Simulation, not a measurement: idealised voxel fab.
process module | voxel transistor to metal
cross-section cut | 280 nm wide | cells 5 nm
A cross-section is a grid of square cells, given in bands from the top down. A band is one or more rows of cells.
Each band's line starts with the height of the band's top and of its bottom, in nm. Then come its materials from left to right, each with its width in nm. One material with "throughout" fills the band from edge to edge. "air" is empty space.
Height 0 is the level under which the wafer as received is all one material. The lowest band goes on downwards, as in "0 down".
A width such as "30 to 40" changes by the same amount from each row of cells to the next, from the band's top row to its bottom row.
"no change" after a step means that no cell of the cross-section changed.
closed voids: empty space of 8 cells or more with no open way to the top, each as width x height at its distance from the left edge, in nm
after a step's settings: what the simulator itself notes on the step
overlay nm, on a step with a mask: how far to the right of its planned place the mask lay; to the left if negative
plan
1 op RECEIVE | material Si
2 op OXIDIZE | depth nm 5
3 op CONFORMAL_DEP | material SiN | thk nm 10
4 op PATTERN | tone cover | mask id ACTIVE | material resist | width nm 110 | pitch nm 130 | thk nm 15 | overlay nm 0
5 op DIRECTIONAL_ETCH | etch materials SiN | depth nm 10
6 op DIRECTIONAL_ETCH | etch materials SiO2 | depth nm 5
7 op DIRECTIONAL_ETCH | etch materials Si | depth nm 35
8 op STRIP | etch materials resist
9 op FILL_DEP | material SiO2 | thk nm 10
10 op CMP | height nm 10
11 op SELECTIVE_ETCH | etch materials SiO2 | depth nm 10
12 op STRIP | etch materials SiN
13 op SELECTIVE_ETCH | etch materials SiO2 | depth nm 5
14 op OXIDIZE | depth nm 5
15 op DIRECTIONAL_DEP | material polySi | thk nm 25
16 op DIRECTIONAL_DEP | material SiCN | thk nm 15
17 op MASKED_ETCH | tone cover | mask id GATE | width nm 30 | pitch nm 130 | etch materials SiCN | depth nm 25 | overlay nm 0
18 op MASKED_ETCH | tone cover | mask id GATE | width nm 30 | pitch nm 130 | etch materials polySi | depth nm 35 | overlay nm 0
19 op CONFORMAL_DEP | material SiN | thk nm 10
20 op DIRECTIONAL_ETCH | etch materials SiN | depth nm 10
21 op DIRECTIONAL_ETCH | etch materials SiO2 | depth nm 5
22 op DIRECTIONAL_ETCH | etch materials Si | depth nm 5
23 op EPI | material nSi | thk nm 5
24 op FILL_DEP | material SiO2 | thk nm 5
25 op CMP | height nm 20
26 op STRIP | etch materials polySi
27 op SELECTIVE_ETCH | etch materials SiO2 | depth nm 5
28 op CONFORMAL_DEP | material HfO2 | thk nm 5
29 op CONFORMAL_DEP | material TiN | thk nm 5
30 op FILL_DEP | material W | thk nm 5
31 op CMP | height nm 15
32 op DIRECTIONAL_DEP | material SiO2 | thk nm 10
33 op PATTERN | tone open | mask id CONTACT | material resist | width nm 15 | thk nm 15 | overlay nm 0
34 op DIRECTIONAL_ETCH | etch materials SiO2 | depth nm 35
35 op STRIP | etch materials resist
36 op CONFORMAL_DEP | material TiN | thk nm 5
37 op FILL_DEP | material W | thk nm 10
38 op CMP | height nm 25
39 op CONFORMAL_DEP | material SiCN | thk nm 5
40 op DIRECTIONAL_DEP | material lowk | thk nm 25
41 op PATTERN | tone open | mask id METAL_1 | material resist | width nm 15 | thk nm 15 | overlay nm 0
42 op DIRECTIONAL_ETCH | etch materials lowk | depth nm 25
43 op DIRECTIONAL_ETCH | etch materials SiCN | depth nm 5
44 op STRIP | etch materials resist
45 op CONFORMAL_DEP | material TiN | thk nm 5
46 op FILL_DEP | material Ru | thk nm 5
47 op CMP | height nm 55
48 op CONFORMAL_DEP | material SiCN | thk nm 5
first wafer, as planned
as received, after step 1
  0 down: Si throughout
  closed voids: none
after step 2
  0 to -5: SiO2 throughout
  below -5: unchanged
after step 3
  10 to 0: SiN throughout
  below 0: unchanged
after step 4
  25 to 10: air 20 | resist 110 | air 20 | resist 110 | air 20
  below 10: unchanged
after step 5
  25 to 10: air 20 | resist 110 | air 20 | resist 110 | air 20
  10 to 0: air 20 | SiN 110 | air 20 | SiN 110 | air 20
  below 0: unchanged
after step 6
  25 to 10: air 20 | resist 110 | air 20 | resist 110 | air 20
  10 to 0: air 20 | SiN 110 | air 20 | SiN 110 | air 20
  0 to -5: air 20 | SiO2 110 | air 20 | SiO2 110 | air 20
  below -5: unchanged
after step 7
  25 to 10: air 20 | resist 110 | air 20 | resist 110 | air 20
  10 to 0: air 20 | SiN 110 | air 20 | SiN 110 | air 20
  0 to -5: air 20 | SiO2 110 | air 20 | SiO2 110 | air 20
  -5 to -40: air 20 | Si 110 | air 20 | Si 110 | air 20
  below -40: unchanged
after step 8
  10 to 0: air 20 | SiN 110 | air 20 | SiN 110 | air 20
  below 0: unchanged
after step 9
  20 to 10: SiO2 throughout
  10 to 0: SiO2 20 | SiN 110 | SiO2 20 | SiN 110 | SiO2 20
  0 to -5: SiO2 throughout
  -5 to -40: SiO2 20 | Si 110 | SiO2 20 | Si 110 | SiO2 20
  below -40: unchanged
after step 10
  10 to 0: SiO2 20 | SiN 110 | SiO2 20 | SiN 110 | SiO2 20
  below 0: unchanged
after step 11
  10 to 0: air 20 | SiN 110 | air 20 | SiN 110 | air 20
  below 0: unchanged
after step 12
  0 to -5: SiO2 throughout
  below -5: unchanged
after step 13
  -5 to -40: SiO2 20 | Si 110 | SiO2 20 | Si 110 | SiO2 20
  below -40: unchanged
after step 14
  -5 to -10: SiO2 throughout
  below -10: unchanged
after step 15
  20 to -5: polySi throughout
  below -5: unchanged
after step 16
  35 to 20: SiCN throughout
  below 20: unchanged
after step 17
  35 to 20: air 60 | SiCN 30 | air 100 | SiCN 30 | air 60
  below 20: unchanged
after step 18
  35 to 20: air 60 | SiCN 30 | air 100 | SiCN 30 | air 60
  20 to -5: air 60 | polySi 30 | air 100 | polySi 30 | air 60
  below -5: unchanged
after step 19
  45 to 35: air 50 | SiN 50 | air 80 | SiN 50 | air 50
  35 to 20: air 50 | SiN 10 | SiCN 30 | SiN 10 | air 80 | SiN 10 | SiCN 30 | SiN 10 | air 50
  20 to 5: air 50 | SiN 10 | polySi 30 | SiN 10 | air 80 | SiN 10 | polySi 30 | SiN 10 | air 50
  5 to -5: SiN 60 | polySi 30 | SiN 100 | polySi 30 | SiN 60
  below -5: unchanged
after step 20
  35 to 20: air 50 | SiN 10 | SiCN 30 | SiN 10 | air 80 | SiN 10 | SiCN 30 | SiN 10 | air 50
  20 to -5: air 50 | SiN 10 | polySi 30 | SiN 10 | air 80 | SiN 10 | polySi 30 | SiN 10 | air 50
  below -5: unchanged
after step 21
  35 to 20: air 50 | SiN 10 | SiCN 30 | SiN 10 | air 80 | SiN 10 | SiCN 30 | SiN 10 | air 50
  20 to -5: air 50 | SiN 10 | polySi 30 | SiN 10 | air 80 | SiN 10 | polySi 30 | SiN 10 | air 50
  -5 to -10: air 50 | SiO2 50 | air 80 | SiO2 50 | air 50
  below -10: unchanged
after step 22
  35 to 20: air 50 | SiN 10 | SiCN 30 | SiN 10 | air 80 | SiN 10 | SiCN 30 | SiN 10 | air 50
  20 to -5: air 50 | SiN 10 | polySi 30 | SiN 10 | air 80 | SiN 10 | polySi 30 | SiN 10 | air 50
  -5 to -10: air 50 | SiO2 50 | air 80 | SiO2 50 | air 50
  -10 to -15: SiO2 20 | air 30 | Si 50 | air 30 | SiO2 20 | air 30 | Si 50 | air 30 | SiO2 20
  below -15: unchanged
after step 23
  35 to 20: air 50 | SiN 10 | SiCN 30 | SiN 10 | air 80 | SiN 10 | SiCN 30 | SiN 10 | air 50
  20 to -5: air 50 | SiN 10 | polySi 30 | SiN 10 | air 80 | SiN 10 | polySi 30 | SiN 10 | air 50
  -5 to -10: air 45 | nSi 5 | SiO2 50 | nSi 5 | air 70 | nSi 5 | SiO2 50 | nSi 5 | air 45
  -10 to -15: SiO2 20 | nSi 30 | Si 50 | nSi 30 | SiO2 20 | nSi 30 | Si 50 | nSi 30 | SiO2 20
  below -15: unchanged
after step 24
  40 to 35: SiO2 throughout
  35 to 20: SiO2 50 | SiN 10 | SiCN 30 | SiN 10 | SiO2 80 | SiN 10 | SiCN 30 | SiN 10 | SiO2 50
  20 to -5: SiO2 50 | SiN 10 | polySi 30 | SiN 10 | SiO2 80 | SiN 10 | polySi 30 | SiN 10 | SiO2 50
  -5 to -10: SiO2 45 | nSi 5 | SiO2 50 | nSi 5 | SiO2 70 | nSi 5 | SiO2 50 | nSi 5 | SiO2 45
  below -10: unchanged
after step 25
  20 to -5: SiO2 50 | SiN 10 | polySi 30 | SiN 10 | SiO2 80 | SiN 10 | polySi 30 | SiN 10 | SiO2 50
  below -5: unchanged
after step 26
  20 to -5: SiO2 50 | SiN 10 | air 30 | SiN 10 | SiO2 80 | SiN 10 | air 30 | SiN 10 | SiO2 50
  below -5: unchanged
after step 27
  20 to 15: air 50 | SiN 10 | air 30 | SiN 10 | air 80 | SiN 10 | air 30 | SiN 10 | air 50
  15 to -5: SiO2 50 | SiN 10 | air 30 | SiN 10 | SiO2 80 | SiN 10 | air 30 | SiN 10 | SiO2 50
  -5 to -10: SiO2 45 | nSi 5 | SiO2 5 | air 40 | SiO2 5 | nSi 5 | SiO2 70 | nSi 5 | SiO2 5 | air 40 | SiO2 5 | nSi 5 | SiO2 45
  below -10: unchanged
after step 28
  25 to 20: air 45 | HfO2 20 | air 20 | HfO2 20 | air 70 | HfO2 20 | air 20 | HfO2 20 | air 45
  20 to 15: HfO2 50 | SiN 10 | HfO2 5 | air 20 | HfO2 5 | SiN 10 | HfO2 80 | SiN 10 | HfO2 5 | air 20 | HfO2 5 | SiN 10 | HfO2 50
  15 to -5: SiO2 50 | SiN 10 | HfO2 5 | air 20 | HfO2 5 | SiN 10 | SiO2 80 | SiN 10 | HfO2 5 | air 20 | HfO2 5 | SiN 10 | SiO2 50
  -5 to -10: SiO2 45 | nSi 5 | SiO2 5 | HfO2 40 | SiO2 5 | nSi 5 | SiO2 70 | nSi 5 | SiO2 5 | HfO2 40 | SiO2 5 | nSi 5 | SiO2 45
  below -10: unchanged
after step 29
  30 to 25: air 40 | TiN 30 | air 10 | TiN 30 | air 60 | TiN 30 | air 10 | TiN 30 | air 40
  25 to 20: TiN 45 | HfO2 20 | TiN 5 | air 10 | TiN 5 | HfO2 20 | TiN 70 | HfO2 20 | TiN 5 | air 10 | TiN 5 | HfO2 20 | TiN 45
  20 to 15: HfO2 50 | SiN 10 | HfO2 5 | TiN 5 | air 10 | TiN 5 | HfO2 5 | SiN 10 | HfO2 80 | SiN 10 | HfO2 5 | TiN 5 | air 10 | TiN 5 | HfO2 5 | SiN 10 | HfO2 50
  15 to 0: SiO2 50 | SiN 10 | HfO2 5 | TiN 5 | air 10 | TiN 5 | HfO2 5 | SiN 10 | SiO2 80 | SiN 10 | HfO2 5 | TiN 5 | air 10 | TiN 5 | HfO2 5 | SiN 10 | SiO2 50
  0 to -5: SiO2 50 | SiN 10 | HfO2 5 | TiN 20 | HfO2 5 | SiN 10 | SiO2 80 | SiN 10 | HfO2 5 | TiN 20 | HfO2 5 | SiN 10 | SiO2 50
  below -5: unchanged
after step 30
  35 to 30: W throughout
  30 to 25: W 40 | TiN 30 | W 10 | TiN 30 | W 60 | TiN 30 | W 10 | TiN 30 | W 40
  25 to 20: TiN 45 | HfO2 20 | TiN 5 | W 10 | TiN 5 | HfO2 20 | TiN 70 | HfO2 20 | TiN 5 | W 10 | TiN 5 | HfO2 20 | TiN 45
  20 to 15: HfO2 50 | SiN 10 | HfO2 5 | TiN 5 | W 10 | TiN 5 | HfO2 5 | SiN 10 | HfO2 80 | SiN 10 | HfO2 5 | TiN 5 | W 10 | TiN 5 | HfO2 5 | SiN 10 | HfO2 50
  15 to 0: SiO2 50 | SiN 10 | HfO2 5 | TiN 5 | W 10 | TiN 5 | HfO2 5 | SiN 10 | SiO2 80 | SiN 10 | HfO2 5 | TiN 5 | W 10 | TiN 5 | HfO2 5 | SiN 10 | SiO2 50
  below 0: unchanged
after step 31
  15 to 0: SiO2 50 | SiN 10 | HfO2 5 | TiN 5 | W 10 | TiN 5 | HfO2 5 | SiN 10 | SiO2 80 | SiN 10 | HfO2 5 | TiN 5 | W 10 | TiN 5 | HfO2 5 | SiN 10 | SiO2 50
  below 0: unchanged
after step 32
  25 to 15: SiO2 throughout
  below 15: unchanged
after step 33
  40 to 25: resist 30 | air 15 | resist 60 | air 15 | resist 40 | air 15 | resist 60 | air 15 | resist 30
  below 25: unchanged
after step 34
  40 to 25: resist 30 | air 15 | resist 60 | air 15 | resist 40 | air 15 | resist 60 | air 15 | resist 30
  25 to 15: SiO2 30 | air 15 | SiO2 60 | air 15 | SiO2 40 | air 15 | SiO2 60 | air 15 | SiO2 30
  15 to 0: SiO2 30 | air 15 | SiO2 5 | SiN 10 | HfO2 5 | TiN 5 | W 10 | TiN 5 | HfO2 5 | SiN 10 | SiO2 5 | air 15 | SiO2 40 | air 15 | SiO2 5 | SiN 10 | HfO2 5 | TiN 5 | W 10 | TiN 5 | HfO2 5 | SiN 10 | SiO2 5 | air 15 | SiO2 30
  0 to -5: SiO2 30 | air 15 | SiO2 5 | SiN 10 | HfO2 5 | TiN 20 | HfO2 5 | SiN 10 | SiO2 5 | air 15 | SiO2 40 | air 15 | SiO2 5 | SiN 10 | HfO2 5 | TiN 20 | HfO2 5 | SiN 10 | SiO2 5 | air 15 | SiO2 30
  -5 to -10: SiO2 30 | air 15 | nSi 5 | SiO2 5 | HfO2 40 | SiO2 5 | nSi 5 | air 15 | SiO2 40 | air 15 | nSi 5 | SiO2 5 | HfO2 40 | SiO2 5 | nSi 5 | air 15 | SiO2 30
  below -10: unchanged
after step 35
  25 to 15: SiO2 30 | air 15 | SiO2 60 | air 15 | SiO2 40 | air 15 | SiO2 60 | air 15 | SiO2 30
  below 15: unchanged
after step 36
  30 to 25: TiN 35 | air 5 | TiN 70 | air 5 | TiN 50 | air 5 | TiN 70 | air 5 | TiN 35
  25 to 15: SiO2 30 | TiN 5 | air 5 | TiN 5 | SiO2 60 | TiN 5 | air 5 | TiN 5 | SiO2 40 | TiN 5 | air 5 | TiN 5 | SiO2 60 | TiN 5 | air 5 | TiN 5 | SiO2 30
  15 to 0: SiO2 30 | TiN 5 | air 5 | TiN 5 | SiO2 5 | SiN 10 | HfO2 5 | TiN 5 | W 10 | TiN 5 | HfO2 5 | SiN 10 | SiO2 5 | TiN 5 | air 5 | TiN 5 | SiO2 40 | TiN 5 | air 5 | TiN 5 | SiO2 5 | SiN 10 | HfO2 5 | TiN 5 | W 10 | TiN 5 | HfO2 5 | SiN 10 | SiO2 5 | TiN 5 | air 5 | TiN 5 | SiO2 30
  0 to -5: SiO2 30 | TiN 5 | air 5 | TiN 5 | SiO2 5 | SiN 10 | HfO2 5 | TiN 20 | HfO2 5 | SiN 10 | SiO2 5 | TiN 5 | air 5 | TiN 5 | SiO2 40 | TiN 5 | air 5 | TiN 5 | SiO2 5 | SiN 10 | HfO2 5 | TiN 20 | HfO2 5 | SiN 10 | SiO2 5 | TiN 5 | air 5 | TiN 5 | SiO2 30
  -5 to -10: SiO2 30 | TiN 15 | nSi 5 | SiO2 5 | HfO2 40 | SiO2 5 | nSi 5 | TiN 15 | SiO2 40 | TiN 15 | nSi 5 | SiO2 5 | HfO2 40 | SiO2 5 | nSi 5 | TiN 15 | SiO2 30
  below -10: unchanged
after step 37
  40 to 30: W throughout
  30 to 25: TiN 35 | W 5 | TiN 70 | W 5 | TiN 50 | W 5 | TiN 70 | W 5 | TiN 35
  25 to 15: SiO2 30 | TiN 5 | W 5 | TiN 5 | SiO2 60 | TiN 5 | W 5 | TiN 5 | SiO2 40 | TiN 5 | W 5 | TiN 5 | SiO2 60 | TiN 5 | W 5 | TiN 5 | SiO2 30
  15 to 0: SiO2 30 | TiN 5 | W 5 | TiN 5 | SiO2 5 | SiN 10 | HfO2 5 | TiN 5 | W 10 | TiN 5 | HfO2 5 | SiN 10 | SiO2 5 | TiN 5 | W 5 | TiN 5 | SiO2 40 | TiN 5 | W 5 | TiN 5 | SiO2 5 | SiN 10 | HfO2 5 | TiN 5 | W 10 | TiN 5 | HfO2 5 | SiN 10 | SiO2 5 | TiN 5 | W 5 | TiN 5 | SiO2 30
  0 to -5: SiO2 30 | TiN 5 | W 5 | TiN 5 | SiO2 5 | SiN 10 | HfO2 5 | TiN 20 | HfO2 5 | SiN 10 | SiO2 5 | TiN 5 | W 5 | TiN 5 | SiO2 40 | TiN 5 | W 5 | TiN 5 | SiO2 5 | SiN 10 | HfO2 5 | TiN 20 | HfO2 5 | SiN 10 | SiO2 5 | TiN 5 | W 5 | TiN 5 | SiO2 30
  below -5: unchanged
after step 38
  25 to 15: SiO2 30 | TiN 5 | W 5 | TiN 5 | SiO2 60 | TiN 5 | W 5 | TiN 5 | SiO2 40 | TiN 5 | W 5 | TiN 5 | SiO2 60 | TiN 5 | W 5 | TiN 5 | SiO2 30
  below 15: unchanged
after step 39
  30 to 25: SiCN throughout
  below 25: unchanged
after step 40
  55 to 30: lowk throughout
  below 30: unchanged
after step 41
  70 to 55: resist 30 | air 15 | resist 60 | air 15 | resist 40 | air 15 | resist 60 | air 15 | resist 30
  below 55: unchanged
after step 42
  70 to 55: resist 30 | air 15 | resist 60 | air 15 | resist 40 | air 15 | resist 60 | air 15 | resist 30
  55 to 30: lowk 30 | air 15 | lowk 60 | air 15 | lowk 40 | air 15 | lowk 60 | air 15 | lowk 30
  below 30: unchanged
after step 43
  70 to 55: resist 30 | air 15 | resist 60 | air 15 | resist 40 | air 15 | resist 60 | air 15 | resist 30
  55 to 30: lowk 30 | air 15 | lowk 60 | air 15 | lowk 40 | air 15 | lowk 60 | air 15 | lowk 30
  30 to 25: SiCN 30 | air 15 | SiCN 60 | air 15 | SiCN 40 | air 15 | SiCN 60 | air 15 | SiCN 30
  below 25: unchanged
after step 44
  55 to 30: lowk 30 | air 15 | lowk 60 | air 15 | lowk 40 | air 15 | lowk 60 | air 15 | lowk 30
  below 30: unchanged
after step 45
  60 to 55: TiN 35 | air 5 | TiN 70 | air 5 | TiN 50 | air 5 | TiN 70 | air 5 | TiN 35
  55 to 30: lowk 30 | TiN 5 | air 5 | TiN 5 | lowk 60 | TiN 5 | air 5 | TiN 5 | lowk 40 | TiN 5 | air 5 | TiN 5 | lowk 60 | TiN 5 | air 5 | TiN 5 | lowk 30
  30 to 25: SiCN 30 | TiN 15 | SiCN 60 | TiN 15 | SiCN 40 | TiN 15 | SiCN 60 | TiN 15 | SiCN 30
  below 25: unchanged
after step 46
  65 to 60: Ru throughout
  60 to 55: TiN 35 | Ru 5 | TiN 70 | Ru 5 | TiN 50 | Ru 5 | TiN 70 | Ru 5 | TiN 35
  55 to 30: lowk 30 | TiN 5 | Ru 5 | TiN 5 | lowk 60 | TiN 5 | Ru 5 | TiN 5 | lowk 40 | TiN 5 | Ru 5 | TiN 5 | lowk 60 | TiN 5 | Ru 5 | TiN 5 | lowk 30
  below 30: unchanged
after step 47
  55 to 30: lowk 30 | TiN 5 | Ru 5 | TiN 5 | lowk 60 | TiN 5 | Ru 5 | TiN 5 | lowk 40 | TiN 5 | Ru 5 | TiN 5 | lowk 60 | TiN 5 | Ru 5 | TiN 5 | lowk 30
  below 30: unchanged
after step 48
  60 to 55: SiCN throughout
  below 55: unchanged
second wafer: like start, like plan, one mistake. Through step 32 it matches the first wafer
when step 33 should have ended
  40 to 25: resist 25 | air 25 | resist 50 | air 25 | resist 30 | air 25 | resist 50 | air 25 | resist 25
  below 25: unchanged
when step 34 should have ended
  40 to 25: resist 25 | air 25 | resist 50 | air 25 | resist 30 | air 25 | resist 50 | air 25 | resist 25
  25 to 15: SiO2 25 | air 25 | SiO2 50 | air 25 | SiO2 30 | air 25 | SiO2 50 | air 25 | SiO2 25
  15 to 0: SiO2 25 | air 25 | SiN 10 | HfO2 5 | TiN 5 | W 10 | TiN 5 | HfO2 5 | SiN 10 | air 25 | SiO2 30 | air 25 | SiN 10 | HfO2 5 | TiN 5 | W 10 | TiN 5 | HfO2 5 | SiN 10 | air 25 | SiO2 25
  0 to -5: SiO2 25 | air 25 | SiN 10 | HfO2 5 | TiN 20 | HfO2 5 | SiN 10 | air 25 | SiO2 30 | air 25 | SiN 10 | HfO2 5 | TiN 20 | HfO2 5 | SiN 10 | air 25 | SiO2 25
  -5 to -10: SiO2 25 | air 20 | nSi 5 | SiO2 5 | HfO2 40 | SiO2 5 | nSi 5 | air 20 | SiO2 30 | air 20 | nSi 5 | SiO2 5 | HfO2 40 | SiO2 5 | nSi 5 | air 20 | SiO2 25
  below -10: unchanged
when step 35 should have ended
  25 to 15: SiO2 25 | air 25 | SiO2 50 | air 25 | SiO2 30 | air 25 | SiO2 50 | air 25 | SiO2 25
  below 15: unchanged
when step 36 should have ended
  30 to 25: TiN 30 | air 15 | TiN 60 | air 15 | TiN 40 | air 15 | TiN 60 | air 15 | TiN 30
  25 to 15: SiO2 25 | TiN 5 | air 15 | TiN 5 | SiO2 50 | TiN 5 | air 15 | TiN 5 | SiO2 30 | TiN 5 | air 15 | TiN 5 | SiO2 50 | TiN 5 | air 15 | TiN 5 | SiO2 25
  15 to 0: SiO2 25 | TiN 5 | air 15 | TiN 5 | SiN 10 | HfO2 5 | TiN 5 | W 10 | TiN 5 | HfO2 5 | SiN 10 | TiN 5 | air 15 | TiN 5 | SiO2 30 | TiN 5 | air 15 | TiN 5 | SiN 10 | HfO2 5 | TiN 5 | W 10 | TiN 5 | HfO2 5 | SiN 10 | TiN 5 | air 15 | TiN 5 | SiO2 25
  0 to -5: SiO2 25 | TiN 5 | air 10 | TiN 10 | SiN 10 | HfO2 5 | TiN 20 | HfO2 5 | SiN 10 | TiN 10 | air 10 | TiN 5 | SiO2 30 | TiN 5 | air 10 | TiN 10 | SiN 10 | HfO2 5 | TiN 20 | HfO2 5 | SiN 10 | TiN 10 | air 10 | TiN 5 | SiO2 25
  -5 to -10: SiO2 25 | TiN 20 | nSi 5 | SiO2 5 | HfO2 40 | SiO2 5 | nSi 5 | TiN 20 | SiO2 30 | TiN 20 | nSi 5 | SiO2 5 | HfO2 40 | SiO2 5 | nSi 5 | TiN 20 | SiO2 25
  below -10: unchanged
when step 37 should have ended
  40 to 30: W throughout
  30 to 25: TiN 30 | W 15 | TiN 60 | W 15 | TiN 40 | W 15 | TiN 60 | W 15 | TiN 30
  25 to 15: SiO2 25 | TiN 5 | W 15 | TiN 5 | SiO2 50 | TiN 5 | W 15 | TiN 5 | SiO2 30 | TiN 5 | W 15 | TiN 5 | SiO2 50 | TiN 5 | W 15 | TiN 5 | SiO2 25
  15 to 0: SiO2 25 | TiN 5 | W 15 | TiN 5 | SiN 10 | HfO2 5 | TiN 5 | W 10 | TiN 5 | HfO2 5 | SiN 10 | TiN 5 | W 15 | TiN 5 | SiO2 30 | TiN 5 | W 15 | TiN 5 | SiN 10 | HfO2 5 | TiN 5 | W 10 | TiN 5 | HfO2 5 | SiN 10 | TiN 5 | W 15 | TiN 5 | SiO2 25
  0 to -5: SiO2 25 | TiN 5 | W 10 | TiN 10 | SiN 10 | HfO2 5 | TiN 20 | HfO2 5 | SiN 10 | TiN 10 | W 10 | TiN 5 | SiO2 30 | TiN 5 | W 10 | TiN 10 | SiN 10 | HfO2 5 | TiN 20 | HfO2 5 | SiN 10 | TiN 10 | W 10 | TiN 5 | SiO2 25
  below -5: unchanged
when step 38 should have ended
  25 to 15: SiO2 25 | TiN 5 | W 15 | TiN 5 | SiO2 50 | TiN 5 | W 15 | TiN 5 | SiO2 30 | TiN 5 | W 15 | TiN 5 | SiO2 50 | TiN 5 | W 15 | TiN 5 | SiO2 25
  below 15: unchanged
when step 39 should have ended
  30 to 25: SiCN throughout
  below 25: unchanged
when step 40 should have ended
  55 to 30: lowk throughout
  below 30: unchanged
when step 41 should have ended
  70 to 55: resist 30 | air 15 | resist 60 | air 15 | resist 40 | air 15 | resist 60 | air 15 | resist 30
  below 55: unchanged
when step 42 should have ended
  70 to 55: resist 30 | air 15 | resist 60 | air 15 | resist 40 | air 15 | resist 60 | air 15 | resist 30
  55 to 30: lowk 30 | air 15 | lowk 60 | air 15 | lowk 40 | air 15 | lowk 60 | air 15 | lowk 30
  below 30: unchanged
when step 43 should have ended
  70 to 55: resist 30 | air 15 | resist 60 | air 15 | resist 40 | air 15 | resist 60 | air 15 | resist 30
  55 to 30: lowk 30 | air 15 | lowk 60 | air 15 | lowk 40 | air 15 | lowk 60 | air 15 | lowk 30
  30 to 25: SiCN 30 | air 15 | SiCN 60 | air 15 | SiCN 40 | air 15 | SiCN 60 | air 15 | SiCN 30
  below 25: unchanged
when step 44 should have ended
  55 to 30: lowk 30 | air 15 | lowk 60 | air 15 | lowk 40 | air 15 | lowk 60 | air 15 | lowk 30
  below 30: unchanged
when step 45 should have ended
  60 to 55: TiN 35 | air 5 | TiN 70 | air 5 | TiN 50 | air 5 | TiN 70 | air 5 | TiN 35
  55 to 30: lowk 30 | TiN 5 | air 5 | TiN 5 | lowk 60 | TiN 5 | air 5 | TiN 5 | lowk 40 | TiN 5 | air 5 | TiN 5 | lowk 60 | TiN 5 | air 5 | TiN 5 | lowk 30
  30 to 25: SiCN 30 | TiN 15 | SiCN 60 | TiN 15 | SiCN 40 | TiN 15 | SiCN 60 | TiN 15 | SiCN 30
  below 25: unchanged
when step 46 should have ended
  65 to 60: Ru throughout
  60 to 55: TiN 35 | Ru 5 | TiN 70 | Ru 5 | TiN 50 | Ru 5 | TiN 70 | Ru 5 | TiN 35
  55 to 30: lowk 30 | TiN 5 | Ru 5 | TiN 5 | lowk 60 | TiN 5 | Ru 5 | TiN 5 | lowk 40 | TiN 5 | Ru 5 | TiN 5 | lowk 60 | TiN 5 | Ru 5 | TiN 5 | lowk 30
  below 30: unchanged
when step 47 should have ended
  55 to 30: lowk 30 | TiN 5 | Ru 5 | TiN 5 | lowk 60 | TiN 5 | Ru 5 | TiN 5 | lowk 40 | TiN 5 | Ru 5 | TiN 5 | lowk 60 | TiN 5 | Ru 5 | TiN 5 | lowk 30
  below 30: unchanged
when step 48 should have ended
  60 to 55: SiCN throughout
  below 55: unchanged
what went wrong: step 33 ran as: op PATTERN | tone open | mask id CONTACT | material resist | width nm 25 | thk nm 15 | overlay nm 0
at the end the second wafer has, in cells: 52 fewer of SiO2 | 8 more of TiN | 44 more of W
